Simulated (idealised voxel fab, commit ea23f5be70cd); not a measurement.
process module | voxel ribs on slabs
cross-section cut | 225 nm wide | cells 5 nm
A cross-section is a grid of square cells, given in bands from the top down. A band is one or more rows of cells.
Each band's line starts with the height of the band's top and of its bottom, in nm. Then come its materials from left to right, each with its width in nm. One material with "throughout" fills the band from edge to edge. "air" is empty space.
Height 0 is the level under which the wafer as received is all one material. The lowest band goes on downwards, as in "0 down".
A width such as "30 to 40" changes by the same amount from each row of cells to the next, from the band's top row to its bottom row.
"no change" after a step means that no cell of the cross-section changed.
closed voids: empty space of 8 cells or more with no open way to the top, each as width x height at its distance from the left edge, in nm
after a step's settings: what the simulator itself notes on the step
overlay nm, on a step with a mask: how far to the right of its planned place the mask lay; to the left if negative
plan
1 op RECEIVE | material Si
2 op DIRECTIONAL_DEP | material SiO2 | thk nm 25
3 op DIRECTIONAL_DEP | material polySi | thk nm 20
4 op PATTERN | tone cover | mask id RIB | material resist | width nm 15 | thk nm 20 | overlay nm 0
5 op DIRECTIONAL_ETCH | etch materials polySi | depth nm 15
6 op STRIP | etch materials resist
7 op MASKED_ETCH | tone cover | mask id SLAB | width nm 65 | etch materials polySi | depth nm 5 | overlay nm 0
8 op FILL_DEP | material SiO2 | thk nm 20
9 op CMP | height nm 55
10 op DIRECTIONAL_DEP | material W | thk nm 10
11 op PATTERN | tone cover | mask id HEATER | material resist | width nm 25 | thk nm 15 | overlay nm 0
12 op DIRECTIONAL_ETCH | etch materials W | depth nm 10
13 op STRIP | etch materials resist
14 op CONFORMAL_DEP | material SiN | thk nm 10
as received, after step 1
  0 down: Si throughout
  closed voids: none
a wafer at the end: this start, this plan, one mistake
  65 to 55: air 90 | SiN 45 | air 90
  55 to 45: SiN 100 | W 25 | SiN 100
  45 to 30: SiO2 105 | polySi 15 | SiO2 105
  30 to 25: SiO2 80 | polySi 65 | SiO2 80
  25 to 0: SiO2 throughout
  0 down: Si throughout
  closed voids: none
what went wrong: step 9 ran as: op CMP | height nm 45
